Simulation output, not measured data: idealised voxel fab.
A process module follows: voxel trench capacitor.
In the cross-section labelled cut, the width is 290 nm and each square cell is 5 nm.
For the purposes of this document, a cross-section shall be understood as a grid of square cells, specified as bands listed in top-to-bottom order, each band consisting of one or more rows of cells. Band: top height; bottom height; in nm. Then, left to right: material with width in nm, for each material. "everywhere": a single material spanning edge to edge. "blank": empty space. Heights are expressed relative to 0, this being the level below which the as-received wafer comprises one material exclusively. The lowest band is unbounded in the downward direction and is denoted as in "0 -> down". Quick explanation for "30 to 40": the width changes in equal steps down the rows of cells, from the first number in the band's top row to the second number in its bottom row. For the purposes of this document, the phrase "changes: none" attached to a step denotes that no cell within the cross-section was modified by that step. So "Closed void roster" is basically the list of trapped voids: any empty space of 8 cells or more that can't reach the top through an opening. They're written width x height at distance, the distance being from the left edge, and it's all nm. Read whatever lies past the settings on a step's line as the simulator's own remark about the step. For masked steps, "overlay nm" on the step line gives how far right of plan the mask actually lay; a minus sign means it lay to the left.
Steps planned for the process:
1 RECEIVE with material Si
2 CONFORMAL_DEP with material SiN, thk nm 10
3 DIRECTIONAL_DEP with material aC, thk nm 15
4 PATTERN with tone open, mask id TRENCH, material resist, width nm 25, pitch nm 50, thk nm 30, overlay nm 0
5 DIRECTIONAL_ETCH with etch materials aC, depth nm 15
6 STRIP with etch materials resist
7 DIRECTIONAL_ETCH with etch materials SiN, depth nm 10
8 DIRECTIONAL_ETCH with etch materials Si, depth nm 40
9 STRIP with etch materials aC
10 CONFORMAL_DEP with material HfO2, thk nm 5
11 CONFORMAL_DEP with material TiN, thk nm 5
12 FILL_DEP with material W, thk nm 5
13 CMP with height nm 10
Cross-section of the wafer upon arrival, representing the state reached after step 1:
    0 -> down  Si everywhere
    Closed void roster: none
First of two wafers at the end of the module, shown in cross-section; run carried out as planned:
    10 -> 0  55 nm SiN / 5 nm HfO2 / 5 nm TiN / 5 nm W / 5 nm TiN / 5 nm HfO2 / 25 nm SiN / 5 nm HfO2 / 5 nm TiN / 5 nm W / 5 nm TiN / 5 nm HfO2 / 25 nm SiN / 5 nm HfO2 / 5 nm TiN / 5 nm W / 5 nm TiN / 5 nm HfO2 / 25 nm SiN / 5 nm HfO2 / 5 nm TiN / 5 nm W / 5 nm TiN / 5 nm HfO2 / 60 nm SiN
    0 -> -30  55 nm Si / 5 nm HfO2 / 5 nm TiN / 5 nm W / 5 nm TiN / 5 nm HfO2 / 25 nm Si / 5 nm HfO2 / 5 nm TiN / 5 nm W / 5 nm TiN / 5 nm HfO2 / 25 nm Si / 5 nm HfO2 / 5 nm TiN / 5 nm W / 5 nm TiN / 5 nm HfO2 / 25 nm Si / 5 nm HfO2 / 5 nm TiN / 5 nm W / 5 nm TiN / 5 nm HfO2 / 60 nm Si
    -30 -> -35  55 nm Si / 5 nm HfO2 / 15 nm TiN / 5 nm HfO2 / 25 nm Si / 5 nm HfO2 / 15 nm TiN / 5 nm HfO2 / 25 nm Si / 5 nm HfO2 / 15 nm TiN / 5 nm HfO2 / 25 nm Si / 5 nm HfO2 / 15 nm TiN / 5 nm HfO2 / 60 nm Si
    -35 -> -40  55 nm Si / 25 nm HfO2 / 25 nm Si / 25 nm HfO2 / 25 nm Si / 25 nm HfO2 / 25 nm Si / 25 nm HfO2 / 60 nm Si
    -40 -> down  Si everywhere
    Closed void roster: none
Module end: cross-section of wafer two of two. Same start and process plan as the first wafer. One mistake during execution:
    10 -> 0  65 nm SiN / 5 nm HfO2 / 5 nm TiN / 5 nm W / 5 nm TiN / 5 nm HfO2 / 25 nm SiN / 5 nm HfO2 / 5 nm TiN / 5 nm W / 5 nm TiN / 5 nm HfO2 / 25 nm SiN / 5 nm HfO2 / 5 nm TiN / 5 nm W / 5 nm TiN / 5 nm HfO2 / 25 nm SiN / 5 nm HfO2 / 5 nm TiN / 5 nm W / 5 nm TiN / 5 nm HfO2 / 50 nm SiN
    0 -> -30  65 nm Si / 5 nm HfO2 / 5 nm TiN / 5 nm W / 5 nm TiN / 5 nm HfO2 / 25 nm Si / 5 nm HfO2 / 5 nm TiN / 5 nm W / 5 nm TiN / 5 nm HfO2 / 25 nm Si / 5 nm HfO2 / 5 nm TiN / 5 nm W / 5 nm TiN / 5 nm HfO2 / 25 nm Si / 5 nm HfO2 / 5 nm TiN / 5 nm W / 5 nm TiN / 5 nm HfO2 / 50 nm Si
    -30 -> -35  65 nm Si / 5 nm HfO2 / 15 nm TiN / 5 nm HfO2 / 25 nm Si / 5 nm HfO2 / 15 nm TiN / 5 nm HfO2 / 25 nm Si / 5 nm HfO2 / 15 nm TiN / 5 nm HfO2 / 25 nm Si / 5 nm HfO2 / 15 nm TiN / 5 nm HfO2 / 50 nm Si
    -35 -> -40  65 nm Si / 25 nm HfO2 / 25 nm Si / 25 nm HfO2 / 25 nm Si / 25 nm HfO2 / 25 nm Si / 25 nm HfO2 / 50 nm Si
    -40 -> down  Si everywhere
    Closed void roster: none
What broke from the plan during processing? it should be noted that step 4 was executed with settings other than those planned, the operation and settings actually applied being PATTERN with tone open, mask id TRENCH, material resist, width nm 25, pitch nm 50, thk nm 30, overlay nm 10
The two final wafers agree on how many cells each material fills and disagree on which cells those are.
